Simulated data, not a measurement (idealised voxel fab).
Presented below is a process module, voxel tone inversion.
The cross-section on display is named cut; it measures 240 nm wide, and its cells are 5 nm squares.
Cross-section, as written here: a square-cell grid given band by band from the top down, where a band holds one or more rows of cells.
Band: top and bottom heights (nm) first, top before bottom; then materials from left to right, widths in nm. "everywhere" marks a sole material filling the band edge to edge. "empty" denotes empty space.
Measure heights from 0. That's the level where, below it, the as-received wafer is all one material. The lowest band is bottomless and extends downward; write it as in "z 0 and below".
A width such as "30..40" changes by the same amount from each row of cells to the next, from the band's top row to its bottom row.
No cell of the cross-section changed in a step that is given as "no modifications".
In "Enclosed void entries" the enclosed voids are listed, meaning empty spaces of 8 cells or larger without any opening to the top. The form is width x height at distance, distance from the left edge, units nm.
Whatever follows a step's settings on its line is a remark the simulator itself makes about that step.
The setting "overlay nm" may be written on the line of a step. When the step uses a mask, the value reports how far to the right of the planned place the mask lay, and a negative value reports that it lay to the left.
Listed below are the process steps as planned
step 1: RECEIVE [material Si]
step 2: CONFORMAL_DEP [material SiCN] [thk nm 5]
step 3: DIRECTIONAL_DEP [material polySi] [thk nm 20]
step 4: PATTERN [tone cover] [mask id POSTS] [material resist] [width nm 25] [pitch nm 55] [thk nm 30] [overlay nm 0]
step 5: DIRECTIONAL_ETCH [etch materials polySi] [depth nm 20]
step 6: STRIP [etch materials resist]
step 7: FILL_DEP [material lowk] [thk nm 10]
step 8: CMP [height nm 25]
step 9: STRIP [etch materials polySi]
The first of two wafers, run as planned
Wafer as received: cross-section following step 1
    z 0 and below = Si everywhere
    Enclosed void entries: none
Cross-section: wafer state after step 2
    z 5 to 0 = SiCN everywhere
    Everything below 0 is unchanged.
Cross-section: wafer state after step 3
    z 25 to 5 = polySi everywhere
    Everything below 5 is unchanged.
Cross-section: wafer state after step 4
    z 55 to 25 = empty=50, resist=25, empty=30, resist=25, empty=30, resist=25, empty=55
    Everything below 25 is unchanged.
Cross-section: wafer state after step 5
    z 55 to 25 = empty=50, resist=25, empty=30, resist=25, empty=30, resist=25, empty=55
    z 25 to 5 = empty=50, polySi=25, empty=30, polySi=25, empty=30, polySi=25, empty=55
    Everything below 5 is unchanged.
Cross-section: wafer state after step 6
    z 25 to 5 = empty=50, polySi=25, empty=30, polySi=25, empty=30, polySi=25, empty=55
    Everything below 5 is unchanged.
Cross-section: wafer state after step 7
    z 35 to 25 = lowk everywhere
    z 25 to 5 = lowk=50, polySi=25, lowk=30, polySi=25, lowk=30, polySi=25, lowk=55
    Everything below 5 is unchanged.
Cross-section: wafer state after step 8
    z 25 to 5 = lowk=50, polySi=25, lowk=30, polySi=25, lowk=30, polySi=25, lowk=55
    Everything below 5 is unchanged.
Cross-section: wafer state after step 9
    z 25 to 5 = lowk=50, empty=25, lowk=30, empty=25, lowk=30, empty=25, lowk=55
    Everything below 5 is unchanged.
Second Wafer (Identical Start and Plan, One Processing Error; Matches First Wafer Through Step 7)
Second wafer, sectioned view, at step 8's planned end time
    z 15 to 5 = lowk=50, polySi=25, lowk=30, polySi=25, lowk=30, polySi=25, lowk=55
    Everything below 5 is unchanged.
Second wafer, sectioned view, at step 9's planned end time
    z 15 to 5 = lowk=50, empty=25, lowk=30, empty=25, lowk=30, empty=25, lowk=55
    Everything below 5 is unchanged.
The mistake made against the process plan was this: step 8 did not happen as planned, as run it was CMP [height nm 15]
Bottom line after processing is that, in cells, the second wafer is up or down on some materials versus the first: -66 lowk
